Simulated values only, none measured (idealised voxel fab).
process module | voxel ribs on slabs
cross-section cut | 225 nm wide | cells 5 nm
A cross-section is a grid of square cells, given in bands from the top down. A band is one or more rows of cells.
Each band's line starts with the height of the band's top and of its bottom, in nm. Then come its materials from left to right, each with its width in nm. One material with "throughout" fills the band from edge to edge. "air" is empty space.
Height 0 is the level under which the wafer as received is all one material. The lowest band goes on downwards, as in "0 down".
A width such as "30 to 40" changes by the same amount from each row of cells to the next, from the band's top row to its bottom row.
"no change" after a step means that no cell of the cross-section changed.
closed voids: empty space of 8 cells or more with no open way to the top, each as width x height at its distance from the left edge, in nm
after a step's settings: what the simulator itself notes on the step
overlay nm, on a step with a mask: how far to the right of its planned place the mask lay; to the left if negative
plan
1 op RECEIVE | material Si
2 op DIRECTIONAL_DEP | material SiO2 | thk nm 20
3 op DIRECTIONAL_DEP | material SiN | thk nm 25
4 op PATTERN | tone cover | mask id RIB | material resist | width nm 15 | thk nm 15 | overlay nm 0
5 op DIRECTIONAL_ETCH | etch materials SiN | depth nm 15
6 op STRIP | etch materials resist
7 op MASKED_ETCH | tone cover | mask id SLAB | width nm 65 | etch materials SiN | depth nm 10 | overlay nm 0
8 op FILL_DEP | material SiO2 | thk nm 25
9 op CMP | height nm 65
10 op DIRECTIONAL_DEP | material TiN | thk nm 10
11 op MASKED_ETCH | tone cover | mask id HEATER | width nm 25 | etch materials TiN | depth nm 10 | overlay nm 0
12 op CONFORMAL_DEP | material SiN | thk nm 10
as received, after step 1
  0 down: Si throughout
  closed voids: none
first wafer at the end, as planned
  85 to 75: air 90 | SiN 45 | air 90
  75 to 65: SiN 100 | TiN 25 | SiN 100
  65 to 45: SiO2 throughout
  45 to 30: SiO2 105 | SiN 15 | SiO2 105
  30 to 20: SiO2 80 | SiN 65 | SiO2 80
  20 to 0: SiO2 throughout
  0 down: Si throughout
  closed voids: none
second wafer at the end: like start, like plan, one mistake
  85 to 75: SiN 110 | air 5 | SiN 110
  75 to 65: TiN 100 | SiN 25 | TiN 100
  65 to 45: SiO2 throughout
  45 to 30: SiO2 105 | SiN 15 | SiO2 105
  30 to 20: SiO2 80 | SiN 65 | SiO2 80
  20 to 0: SiO2 throughout
  0 down: Si throughout
  closed voids: none
what went wrong: step 11 ran as: op MASKED_ETCH | tone open | mask id HEATER | width nm 25 | etch materials TiN | depth nm 10 | overlay nm 0
at the end the second wafer has, in cells: 70 more of TiN
